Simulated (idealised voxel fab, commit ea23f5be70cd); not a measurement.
process module | voxel transistor to metal
cross-section cut | 155 nm wide | cells 5 nm
A cross-section is a grid of square cells, given in bands from the top down. A band is one or more rows of cells.
Each band's line starts with the height of the band's top and of its bottom, in nm. Then come its materials from left to right, each with its width in nm. One material with "throughout" fills the band from edge to edge. "air" is empty space.
Height 0 is the level under which the wafer as received is all one material. The lowest band goes on downwards, as in "0 down".
A width such as "30 to 40" changes by the same amount from each row of cells to the next, from the band's top row to its bottom row.
"no change" after a step means that no cell of the cross-section changed.
closed voids: empty space of 8 cells or more with no open way to the top, each as width x height at its distance from the left edge, in nm
after a step's settings: what the simulator itself notes on the step
overlay nm, on a step with a mask: how far to the right of its planned place the mask lay; to the left if negative
plan
1 op RECEIVE | material Si
2 op OXIDIZE | depth nm 5
3 op CONFORMAL_DEP | material SiN | thk nm 15
4 op DIRECTIONAL_DEP | material aC | thk nm 10
5 op PATTERN | tone cover | mask id ACTIVE | material resist | width nm 105 | thk nm 25 | overlay nm 0
6 op DIRECTIONAL_ETCH | etch materials aC | depth nm 10
7 op STRIP | etch materials resist
8 op DIRECTIONAL_ETCH | etch materials SiN | depth nm 15
9 op DIRECTIONAL_ETCH | etch materials SiO2 | depth nm 5
10 op DIRECTIONAL_ETCH | etch materials Si | depth nm 30
11 op STRIP | etch materials aC
12 op OXIDIZE | depth nm 5
13 op FILL_DEP | material SiO2 | thk nm 15
14 op CMP | height nm 15
15 op SELECTIVE_ETCH | etch materials SiO2 | depth nm 15
16 op STRIP | etch materials SiN
17 op SELECTIVE_ETCH | etch materials SiO2 | depth nm 5
18 op OXIDIZE | depth nm 5
19 op DIRECTIONAL_DEP | material polySi | thk nm 25
20 op DIRECTIONAL_DEP | material SiCN | thk nm 10
21 op PATTERN | tone cover | mask id GATE | material resist | width nm 15 | thk nm 15 | overlay nm 0
22 op DIRECTIONAL_ETCH | etch materials SiCN | depth nm 20
23 op DIRECTIONAL_ETCH | etch materials polySi | depth nm 35
24 op STRIP | etch materials resist
25 op CONFORMAL_DEP | material SiN | thk nm 10
26 op DIRECTIONAL_ETCH | etch materials SiN | depth nm 10
27 op DIRECTIONAL_ETCH | etch materials SiO2 | depth nm 5
28 op EPI | material nSi | thk nm 5
29 op FILL_DEP | material SiO2 | thk nm 10
30 op CMP | height nm 30
31 op DIRECTIONAL_DEP | material SiO2 | thk nm 10
32 op PATTERN | tone open | mask id CONTACT | material resist | width nm 30 | pitch nm 55 | thk nm 20 | overlay nm 0
33 op DIRECTIONAL_ETCH | etch materials SiO2 | depth nm 45
34 op STRIP | etch materials resist
35 op CONFORMAL_DEP | material TiN | thk nm 5
36 op FILL_DEP | material Ru | thk nm 5
37 op CMP | height nm 40
38 op DIRECTIONAL_DEP | material TiN | thk nm 5
39 op DIRECTIONAL_DEP | material Ru | thk nm 15
40 op PATTERN | tone cover | mask id METAL_1 | material resist | width nm 20 | pitch nm 65 | thk nm 15 | overlay nm 0
41 op DIRECTIONAL_ETCH | etch materials Ru | depth nm 15
42 op DIRECTIONAL_ETCH | etch materials TiN | depth nm 5
43 op STRIP | etch materials resist
44 op CONFORMAL_DEP | material SiN | thk nm 5
45 op FILL_DEP | material SiO2 | thk nm 5
46 op CMP | height nm 60
47 op CONFORMAL_DEP | material SiCN | thk nm 5
48 op DIRECTIONAL_DEP | material SiO2 | thk nm 35
49 op DIRECTIONAL_DEP | material aC | thk nm 10
50 op PATTERN | tone open | mask id METAL_2_HOLES | material resist | width nm 15 | pitch nm 65 | thk nm 30 | overlay nm 0
51 op DIRECTIONAL_ETCH | etch materials aC | depth nm 10
52 op STRIP | etch materials resist
53 op DIRECTIONAL_ETCH | etch materials SiO2 | depth nm 35
54 op STRIP | etch materials aC
55 op DIRECTIONAL_DEP | material aC | thk nm 15
56 op PATTERN | tone open | mask id METAL_2 | material resist | width nm 20 | pitch nm 65 | thk nm 35 | overlay nm 0
57 op DIRECTIONAL_ETCH | etch materials aC | depth nm 15
58 op STRIP | etch materials resist
59 op DIRECTIONAL_ETCH | etch materials SiO2 | depth nm 20
60 op DIRECTIONAL_ETCH | etch materials SiCN | depth nm 5
61 op STRIP | etch materials aC
62 op CONFORMAL_DEP | material TiN | thk nm 5
63 op FILL_DEP | material Ru | thk nm 5
64 op CMP | height nm 100
65 op CONFORMAL_DEP | material SiN | thk nm 5
first wafer, as planned
as received, after step 1
  0 down: Si throughout
  closed voids: none
after step 2
  0 to -5: SiO2 throughout
  below -5: unchanged
after step 3
  15 to 0: SiN throughout
  below 0: unchanged
after step 4
  25 to 15: aC throughout
  below 15: unchanged
after step 5
  50 to 25: air 25 | resist 105 | air 25
  below 25: unchanged
after step 6
  40 to 25: air 25 | resist 105 | air 25
  25 to 15: air 25 | aC 105 | air 25
  below 15: unchanged
after step 7
  25 to 15: air 25 | aC 105 | air 25
  below 15: unchanged
after step 8
  25 to 15: air 25 | aC 105 | air 25
  15 to 0: air 25 | SiN 105 | air 25
  below 0: unchanged
after step 9
  25 to 15: air 25 | aC 105 | air 25
  15 to 0: air 25 | SiN 105 | air 25
  0 to -5: air 25 | SiO2 105 | air 25
  below -5: unchanged
after step 10
  25 to 15: air 25 | aC 105 | air 25
  15 to 0: air 25 | SiN 105 | air 25
  0 to -5: air 25 | SiO2 105 | air 25
  -5 to -35: air 25 | Si 105 | air 25
  below -35: unchanged
after step 11
  15 to 0: air 25 | SiN 105 | air 25
  below 0: unchanged
after step 12
  15 to 0: air 25 | SiN 105 | air 25
  0 to -5: air 25 | SiO2 105 | air 25
  -5 to -35: air 25 | SiO2 5 | Si 95 | SiO2 5 | air 25
  -35 to -40: SiO2 30 | Si 95 | SiO2 30
  below -40: unchanged
after step 13
  30 to 15: SiO2 throughout
  15 to 0: SiO2 25 | SiN 105 | SiO2 25
  0 to -5: SiO2 throughout
  -5 to -40: SiO2 30 | Si 95 | SiO2 30
  below -40: unchanged
after step 14
  15 to 0: SiO2 25 | SiN 105 | SiO2 25
  below 0: unchanged
after step 15
  15 to 0: air 25 | SiN 105 | air 25
  below 0: unchanged
after step 16
  0 to -5: SiO2 throughout
  below -5: unchanged
after step 17
  -5 to -40: SiO2 30 | Si 95 | SiO2 30
  below -40: unchanged
after step 18
  -5 to -10: SiO2 throughout
  below -10: unchanged
after step 19
  20 to -5: polySi throughout
  below -5: unchanged
after step 20
  30 to 20: SiCN throughout
  below 20: unchanged
after step 21
  45 to 30: air 70 | resist 15 | air 70
  below 30: unchanged
after step 22
  45 to 30: air 70 | resist 15 | air 70
  30 to 20: air 70 | SiCN 15 | air 70
  below 20: unchanged
after step 23
  45 to 30: air 70 | resist 15 | air 70
  30 to 20: air 70 | SiCN 15 | air 70
  20 to -5: air 70 | polySi 15 | air 70
  below -5: unchanged
after step 24
  30 to 20: air 70 | SiCN 15 | air 70
  below 20: unchanged
after step 25
  40 to 30: air 60 | SiN 35 | air 60
  30 to 20: air 60 | SiN 10 | SiCN 15 | SiN 10 | air 60
  20 to 5: air 60 | SiN 10 | polySi 15 | SiN 10 | air 60
  5 to -5: SiN 70 | polySi 15 | SiN 70
  below -5: unchanged
after step 26
  30 to 20: air 60 | SiN 10 | SiCN 15 | SiN 10 | air 60
  20 to -5: air 60 | SiN 10 | polySi 15 | SiN 10 | air 60
  below -5: unchanged
after step 27
  30 to 20: air 60 | SiN 10 | SiCN 15 | SiN 10 | air 60
  20 to -5: air 60 | SiN 10 | polySi 15 | SiN 10 | air 60
  -5 to -10: air 60 | SiO2 35 | air 60
  below -10: unchanged
after step 28
  30 to 20: air 60 | SiN 10 | SiCN 15 | SiN 10 | air 60
  20 to -5: air 60 | SiN 10 | polySi 15 | SiN 10 | air 60
  -5 to -10: air 25 | nSi 35 | SiO2 35 | nSi 35 | air 25
  below -10: unchanged
after step 29
  40 to 30: SiO2 throughout
  30 to 20: SiO2 60 | SiN 10 | SiCN 15 | SiN 10 | SiO2 60
  20 to -5: SiO2 60 | SiN 10 | polySi 15 | SiN 10 | SiO2 60
  -5 to -10: SiO2 25 | nSi 35 | SiO2 35 | nSi 35 | SiO2 25
  below -10: unchanged
after step 30
  30 to 20: SiO2 60 | SiN 10 | SiCN 15 | SiN 10 | SiO2 60
  below 20: unchanged
after step 31
  40 to 30: SiO2 throughout
  below 30: unchanged
after step 32
  60 to 40: resist 35 | air 30 | resist 25 | air 30 | resist 35
  below 40: unchanged
after step 33
  60 to 40: resist 35 | air 30 | resist 25 | air 30 | resist 35
  40 to 30: SiO2 35 | air 30 | SiO2 25 | air 30 | SiO2 35
  30 to 20: SiO2 35 | air 25 | SiN 10 | SiCN 15 | SiN 10 | air 25 | SiO2 35
  20 to -5: SiO2 35 | air 25 | SiN 10 | polySi 15 | SiN 10 | air 25 | SiO2 35
  below -5: unchanged
after step 34
  40 to 30: SiO2 35 | air 30 | SiO2 25 | air 30 | SiO2 35
  below 30: unchanged
after step 35
  45 to 40: TiN 40 | air 20 | TiN 35 | air 20 | TiN 40
  40 to 30: SiO2 35 | TiN 5 | air 20 to 15 | TiN 5 to 10 | SiO2 25 | TiN 5 to 10 | air 20 to 15 | TiN 5 | SiO2 35
  30 to 20: SiO2 35 | TiN 5 | air 15 | TiN 5 | SiN 10 | SiCN 15 | SiN 10 | TiN 5 | air 15 | TiN 5 | SiO2 35
  20 to 0: SiO2 35 | TiN 5 | air 15 | TiN 5 | SiN 10 | polySi 15 | SiN 10 | TiN 5 | air 15 | TiN 5 | SiO2 35
  0 to -5: SiO2 35 | TiN 25 | SiN 10 | polySi 15 | SiN 10 | TiN 25 | SiO2 35
  below -5: unchanged
after step 36
  50 to 45: Ru throughout
  45 to 40: TiN 40 | Ru 20 | TiN 35 | Ru 20 | TiN 40
  40 to 30: SiO2 35 | TiN 5 | Ru 20 to 15 | TiN 5 to 10 | SiO2 25 | TiN 5 to 10 | Ru 20 to 15 | TiN 5 | SiO2 35
  30 to 20: SiO2 35 | TiN 5 | Ru 15 | TiN 5 | SiN 10 | SiCN 15 | SiN 10 | TiN 5 | Ru 15 | TiN 5 | SiO2 35
  20 to 0: SiO2 35 | TiN 5 | Ru 15 | TiN 5 | SiN 10 | polySi 15 | SiN 10 | TiN 5 | Ru 15 | TiN 5 | SiO2 35
  below 0: unchanged
after step 37
  40 to 30: SiO2 35 | TiN 5 | Ru 20 to 15 | TiN 5 to 10 | SiO2 25 | TiN 5 to 10 | Ru 20 to 15 | TiN 5 | SiO2 35
  below 30: unchanged
after step 38
  45 to 40: TiN throughout
  below 40: unchanged
after step 39
  60 to 45: Ru throughout
  below 45: unchanged
after step 40
  75 to 60: air 35 | resist 20 | air 45 | resist 20 | air 35
  below 60: unchanged
after step 41
  75 to 60: air 35 | resist 20 | air 45 | resist 20 | air 35
  60 to 45: air 35 | Ru 20 | air 45 | Ru 20 | air 35
  below 45: unchanged
after step 42
  75 to 60: air 35 | resist 20 | air 45 | resist 20 | air 35
  60 to 45: air 35 | Ru 20 | air 45 | Ru 20 | air 35
  45 to 40: air 35 | TiN 20 | air 45 | TiN 20 | air 35
  below 40: unchanged
after step 43
  60 to 45: air 35 | Ru 20 | air 45 | Ru 20 | air 35
  below 45: unchanged
after step 44
  65 to 60: air 30 | SiN 30 | air 35 | SiN 30 | air 30
  60 to 45: air 30 | SiN 5 | Ru 20 | SiN 5 | air 35 | SiN 5 | Ru 20 | SiN 5 | air 30
  45 to 40: SiN 35 | TiN 20 | SiN 45 | TiN 20 | SiN 35
  below 40: unchanged
after step 45
  70 to 65: SiO2 throughout
  65 to 60: SiO2 30 | SiN 30 | SiO2 35 | SiN 30 | SiO2 30
  60 to 45: SiO2 30 | SiN 5 | Ru 20 | SiN 5 | SiO2 35 | SiN 5 | Ru 20 | SiN 5 | SiO2 30
  below 45: unchanged
after step 46
  60 to 45: SiO2 30 | SiN 5 | Ru 20 | SiN 5 | SiO2 35 | SiN 5 | Ru 20 | SiN 5 | SiO2 30
  below 45: unchanged
after step 47
  65 to 60: SiCN throughout
  below 60: unchanged
after step 48
  100 to 65: SiO2 throughout
  below 65: unchanged
after step 49
  110 to 100: aC throughout
  below 100: unchanged
after step 50
  140 to 110: resist 35 | air 15 | resist 50 | air 15 | resist 40
  below 110: unchanged
after step 51
  130 to 110: resist 35 | air 15 | resist 50 | air 15 | resist 40
  110 to 100: aC 35 | air 15 | aC 50 | air 15 | aC 40
  below 100: unchanged
after step 52
  110 to 100: aC 35 | air 15 | aC 50 | air 15 | aC 40
  below 100: unchanged
after step 53
  110 to 100: aC 35 | air 15 | aC 50 | air 15 | aC 40
  100 to 65: SiO2 35 | air 15 | SiO2 50 | air 15 | SiO2 40
  below 65: unchanged
after step 54
  100 to 65: SiO2 35 | air 15 | SiO2 50 | air 15 | SiO2 40
  below 65: unchanged
after step 55
  115 to 100: aC 35 | air 15 | aC 50 | air 15 | aC 40
  100 to 80: SiO2 35 | air 15 | SiO2 50 | air 15 | SiO2 40
  80 to 65: SiO2 35 | aC 15 | SiO2 50 | aC 15 | SiO2 40
  below 65: unchanged
after step 56
  150 to 115: resist 35 | air 20 | resist 45 | air 20 | resist 35
  below 115: unchanged
after step 57
  135 to 115: resist 35 | air 20 | resist 45 | air 20 | resist 35
  115 to 100: aC 35 | air 20 | aC 45 | air 20 | aC 35
  100 to 65: SiO2 35 | air 15 | SiO2 50 | air 15 | SiO2 40
  below 65: unchanged
after step 58
  115 to 100: aC 35 | air 20 | aC 45 | air 20 | aC 35
  below 100: unchanged
after step 59
  115 to 100: aC 35 | air 20 | aC 45 | air 20 | aC 35
  100 to 80: SiO2 35 | air 20 | SiO2 45 | air 20 | SiO2 35
  below 80: unchanged
after step 60
  115 to 100: aC 35 | air 20 | aC 45 | air 20 | aC 35
  100 to 80: SiO2 35 | air 20 | SiO2 45 | air 20 | SiO2 35
  80 to 65: SiO2 35 | air 15 | SiO2 50 | air 15 | SiO2 40
  65 to 60: SiCN 35 | air 15 | SiCN 50 | air 15 | SiCN 40
  below 60: unchanged
after step 61
  100 to 80: SiO2 35 | air 20 | SiO2 45 | air 20 | SiO2 35
  below 80: unchanged
after step 62
  105 to 100: TiN 40 | air 10 | TiN 55 | air 10 | TiN 40
  100 to 85: SiO2 35 | TiN 5 | air 10 | TiN 5 | SiO2 45 | TiN 5 | air 10 | TiN 5 | SiO2 35
  85 to 80: SiO2 35 | TiN 5 | air 5 | TiN 10 | SiO2 45 | TiN 5 | air 5 | TiN 10 | SiO2 35
  80 to 65: SiO2 35 | TiN 5 | air 5 | TiN 5 | SiO2 50 | TiN 5 | air 5 | TiN 5 | SiO2 40
  65 to 60: SiCN 35 | TiN 15 | SiCN 50 | TiN 15 | SiCN 40
  below 60: unchanged
after step 63
  110 to 105: Ru throughout
  105 to 100: TiN 40 | Ru 10 | TiN 55 | Ru 10 | TiN 40
  100 to 85: SiO2 35 | TiN 5 | Ru 10 | TiN 5 | SiO2 45 | TiN 5 | Ru 10 | TiN 5 | SiO2 35
  85 to 80: SiO2 35 | TiN 5 | Ru 5 | TiN 10 | SiO2 45 | TiN 5 | Ru 5 | TiN 10 | SiO2 35
  80 to 65: SiO2 35 | TiN 5 | Ru 5 | TiN 5 | SiO2 50 | TiN 5 | Ru 5 | TiN 5 | SiO2 40
  below 65: unchanged
after step 64
  100 to 85: SiO2 35 | TiN 5 | Ru 10 | TiN 5 | SiO2 45 | TiN 5 | Ru 10 | TiN 5 | SiO2 35
  below 85: unchanged
after step 65
  105 to 100: SiN throughout
  below 100: unchanged
second wafer: like start, like plan, one mistake. Through step 39 it matches the first wafer
when step 40 should have ended
  75 to 60: air 40 | resist 20 | air 45 | resist 20 | air 30
  below 60: unchanged
when step 41 should have ended
  75 to 60: air 40 | resist 20 | air 45 | resist 20 | air 30
  60 to 45: air 40 | Ru 20 | air 45 | Ru 20 | air 30
  below 45: unchanged
when step 42 should have ended
  75 to 60: air 40 | resist 20 | air 45 | resist 20 | air 30
  60 to 45: air 40 | Ru 20 | air 45 | Ru 20 | air 30
  45 to 40: air 40 | TiN 20 | air 45 | TiN 20 | air 30
  below 40: unchanged
when step 43 should have ended
  60 to 45: air 40 | Ru 20 | air 45 | Ru 20 | air 30
  below 45: unchanged
when step 44 should have ended
  65 to 60: air 35 | SiN 30 | air 35 | SiN 30 | air 25
  60 to 45: air 35 | SiN 5 | Ru 20 | SiN 5 | air 35 | SiN 5 | Ru 20 | SiN 5 | air 25
  45 to 40: SiN 40 | TiN 20 | SiN 45 | TiN 20 | SiN 30
  below 40: unchanged
when step 45 should have ended
  70 to 65: SiO2 throughout
  65 to 60: SiO2 35 | SiN 30 | SiO2 35 | SiN 30 | SiO2 25
  60 to 45: SiO2 35 | SiN 5 | Ru 20 | SiN 5 | SiO2 35 | SiN 5 | Ru 20 | SiN 5 | SiO2 25
  below 45: unchanged
when step 46 should have ended
  60 to 45: SiO2 35 | SiN 5 | Ru 20 | SiN 5 | SiO2 35 | SiN 5 | Ru 20 | SiN 5 | SiO2 25
  below 45: unchanged
when step 47 should have ended
  65 to 60: SiCN throughout
  below 60: unchanged
when step 48 should have ended
  100 to 65: SiO2 throughout
  below 65: unchanged
when step 49 should have ended
  110 to 100: aC throughout
  below 100: unchanged
when step 50 should have ended
  140 to 110: resist 35 | air 15 | resist 50 | air 15 | resist 40
  below 110: unchanged
when step 51 should have ended
  130 to 110: resist 35 | air 15 | resist 50 | air 15 | resist 40
  110 to 100: aC 35 | air 15 | aC 50 | air 15 | aC 40
  below 100: unchanged
when step 52 should have ended
  110 to 100: aC 35 | air 15 | aC 50 | air 15 | aC 40
  below 100: unchanged
when step 53 should have ended
  110 to 100: aC 35 | air 15 | aC 50 | air 15 | aC 40
  100 to 65: SiO2 35 | air 15 | SiO2 50 | air 15 | SiO2 40
  below 65: unchanged
when step 54 should have ended
  100 to 65: SiO2 35 | air 15 | SiO2 50 | air 15 | SiO2 40
  below 65: unchanged
when step 55 should have ended
  115 to 100: aC 35 | air 15 | aC 50 | air 15 | aC 40
  100 to 80: SiO2 35 | air 15 | SiO2 50 | air 15 | SiO2 40
  80 to 65: SiO2 35 | aC 15 | SiO2 50 | aC 15 | SiO2 40
  below 65: unchanged
when step 56 should have ended
  150 to 115: resist 35 | air 20 | resist 45 | air 20 | resist 35
  below 115: unchanged
when step 57 should have ended
  135 to 115: resist 35 | air 20 | resist 45 | air 20 | resist 35
  115 to 100: aC 35 | air 20 | aC 45 | air 20 | aC 35
  100 to 65: SiO2 35 | air 15 | SiO2 50 | air 15 | SiO2 40
  below 65: unchanged
when step 58 should have ended
  115 to 100: aC 35 | air 20 | aC 45 | air 20 | aC 35
  below 100: unchanged
when step 59 should have ended
  115 to 100: aC 35 | air 20 | aC 45 | air 20 | aC 35
  100 to 80: SiO2 35 | air 20 | SiO2 45 | air 20 | SiO2 35
  below 80: unchanged
when step 60 should have ended
  115 to 100: aC 35 | air 20 | aC 45 | air 20 | aC 35
  100 to 80: SiO2 35 | air 20 | SiO2 45 | air 20 | SiO2 35
  80 to 65: SiO2 35 | air 15 | SiO2 50 | air 15 | SiO2 40
  65 to 60: SiCN 35 | air 15 | SiCN 50 | air 15 | SiCN 40
  below 60: unchanged
when step 61 should have ended
  100 to 80: SiO2 35 | air 20 | SiO2 45 | air 20 | SiO2 35
  below 80: unchanged
when step 62 should have ended
  105 to 100: TiN 40 | air 10 | TiN 55 | air 10 | TiN 40
  100 to 85: SiO2 35 | TiN 5 | air 10 | TiN 5 | SiO2 45 | TiN 5 | air 10 | TiN 5 | SiO2 35
  85 to 80: SiO2 35 | TiN 5 | air 5 | TiN 10 | SiO2 45 | TiN 5 | air 5 | TiN 10 | SiO2 35
  80 to 65: SiO2 35 | TiN 5 | air 5 | TiN 5 | SiO2 50 | TiN 5 | air 5 | TiN 5 | SiO2 40
  65 to 60: SiCN 35 | TiN 15 | SiCN 50 | TiN 15 | SiCN 40
  below 60: unchanged
when step 63 should have ended
  110 to 105: Ru throughout
  105 to 100: TiN 40 | Ru 10 | TiN 55 | Ru 10 | TiN 40
  100 to 85: SiO2 35 | TiN 5 | Ru 10 | TiN 5 | SiO2 45 | TiN 5 | Ru 10 | TiN 5 | SiO2 35
  85 to 80: SiO2 35 | TiN 5 | Ru 5 | TiN 10 | SiO2 45 | TiN 5 | Ru 5 | TiN 10 | SiO2 35
  80 to 65: SiO2 35 | TiN 5 | Ru 5 | TiN 5 | SiO2 50 | TiN 5 | Ru 5 | TiN 5 | SiO2 40
  below 65: unchanged
when step 64 should have ended
  100 to 85: SiO2 35 | TiN 5 | Ru 10 | TiN 5 | SiO2 45 | TiN 5 | Ru 10 | TiN 5 | SiO2 35
  below 85: unchanged
when step 65 should have ended
  105 to 100: SiN throughout
  below 100: unchanged
what went wrong: step 40 ran as: op PATTERN | tone cover | mask id METAL_1 | material resist | width nm 20 | pitch nm 65 | thk nm 15 | overlay nm 5
at the end the second wafer has, in cells: as many of each material as the first, in other places
